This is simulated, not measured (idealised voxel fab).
This is a process module. Its name is voxel capacitor over wiring.
Each square cell in cross-section cut measures 5 nm, and the section as a whole is 270 nm wide.
A cross-section is a grid of square cells, given in bands from the top down. A band is one or more rows of cells.
Look at the band entry: it leads with the top's height and the bottom's height in nm. Then it lists the materials left to right, with a width in nm for each. The word "all across" on a single material says that material fills the band edge to edge. The word "empty" is empty space.
Where do heights start? At 0: under that level the wafer as delivered is made of one material only. And the lowest band has no floor; it just carries on downward, as in "0..down".
With a width like "30->40", each row of cells in the band differs from the next by the same amount, the top row carrying the first number and the bottom row the second.
Take "all unchanged" at face value: in the step it is given for, the cross-section changed in none of its cells.
This entry, "Tabulated closed voids", enumerates those empty regions of no fewer than 8 cells that possess no open connection to the top. Each region is reported in the form width x height at distance, the distance being taken from the left edge, with all three quantities expressed in nm.
That trailing text on a step's line, after the settings, is the simulator's own remark on the step.
A step's line can hold "overlay nm"; with a mask on that step, the setting says how far right of the planned place the mask lay, while a negative setting says it lay to the left.

THE STEPS PLANNED FOR THE PROCESS ARE AS FOLLOWS
1,RECEIVE, material Si
2,CONFORMAL_DEP, material SiO2, thk nm 15
3,DIRECTIONAL_DEP, material TiN, thk nm 5
4,DIRECTIONAL_DEP, material Ru, thk nm 25
5,PATTERN, tone cover, mask id METAL_1, material resist, width nm 20, pitch nm 75, thk nm 15, overlay nm 0
6,DIRECTIONAL_ETCH, etch materials Ru, depth nm 25
7,DIRECTIONAL_ETCH, etch materials TiN, depth nm 5
8,STRIP, etch materials resist
9,CONFORMAL_DEP, material SiN, thk nm 5
10,FILL_DEP, material lowk, thk nm 10
11,CMP, height nm 45
12,CONFORMAL_DEP, material SiCN, thk nm 5
13,DIRECTIONAL_DEP, material lowk, thk nm 10
14,DIRECTIONAL_DEP, material aC, thk nm 10
15,PATTERN, tone open, mask id PLUG_1, material resist, width nm 15, thk nm 25, overlay nm 0
16,DIRECTIONAL_ETCH, etch materials aC, depth nm 10
17,STRIP, etch materials resist
18,DIRECTIONAL_ETCH, etch materials lowk, depth nm 10
19,DIRECTIONAL_ETCH, etch materials SiCN, depth nm 5
20,STRIP, etch materials aC
21,CONFORMAL_DEP, material TiN, thk nm 5
22,FILL_DEP, material Ru, thk nm 10
23,CMP, height nm 60
24,DIRECTIONAL_DEP, material TiN, thk nm 10
25,DIRECTIONAL_DEP, material SiN, thk nm 5
26,DIRECTIONAL_DEP, material TiN, thk nm 10
27,PATTERN, tone cover, mask id UPPER_PLATE, material resist, width nm 60, thk nm 20, overlay nm 0
28,DIRECTIONAL_ETCH, etch materials TiN, depth nm 10
29,DIRECTIONAL_ETCH, etch materials SiN, depth nm 5
30,STRIP, etch materials resist
31,MASKED_ETCH, tone cover, mask id LOWER_PLATE, width nm 70, etch materials TiN, depth nm 10, overlay nm 0
32,FILL_DEP, material SiO2, thk nm 20
33,CMP, height nm 100
34,DIRECTIONAL_DEP, material aC, thk nm 10
35,PATTERN, tone open, mask id PLUG_2, material resist, width nm 15, thk nm 25, overlay nm 0
36,DIRECTIONAL_ETCH, etch materials aC, depth nm 10
37,STRIP, etch materials resist
38,DIRECTIONAL_ETCH, etch materials SiO2, depth nm 15
39,STRIP, etch materials aC
40,CONFORMAL_DEP, material TiN, thk nm 5
41,FILL_DEP, material Ru, thk nm 10
42,CMP, height nm 100
43,CONFORMAL_DEP, material SiN, thk nm 5

AS-RECEIVED STATE OF THE WAFER IN CROSS-SECTION, EQUIVALENT TO POST-STEP 1
- 0..down: Si all across
- Tabulated closed voids: none

THIS IS HOW THE WAFER LOOKS IN CROSS-SECTION ONCE THE MODULE IS DONE, GIVEN THE STARTING STATE AND PLAN ABOVE AND ONE MISTAKE IN CARRYING THE PLAN OUT
- 105..100: SiN all across
- 100..90: SiO2 100 nm  TiN 5 nm  Ru 5 nm  TiN 5 nm  SiO2 155 nm
- 90..85: SiO2 100 nm  TiN 15 nm  SiO2 155 nm
- 85..75: SiO2 90 nm  TiN 60 nm  SiO2 120 nm
- 75..70: SiO2 90 nm  SiN 60 nm  SiO2 120 nm
- 70..60: SiO2 85 nm  TiN 70 nm  SiO2 115 nm
- 60..50: Ru 85 nm  TiN 5 nm  lowk 15 nm  TiN 5 nm  Ru 160 nm
- 50..45: TiN 90 nm  SiCN 15 nm  TiN 165 nm
- 45..20: lowk 80 nm  SiN 5 nm  Ru 20 nm  SiN 5 nm  lowk 45 nm  SiN 5 nm  Ru 20 nm  SiN 5 nm  lowk 85 nm
- 20..15: SiN 85 nm  TiN 20 nm  SiN 55 nm  TiN 20 nm  SiN 90 nm
- 15..0: SiO2 all across
- 0..down: Si all across
- Tabulated closed voids: none
Short version of what went wrong: step 15 deviated from plan and actually ran as PATTERN, tone cover, mask id PLUG_1, material resist, width nm 15, thk nm 25, overlay nm 0
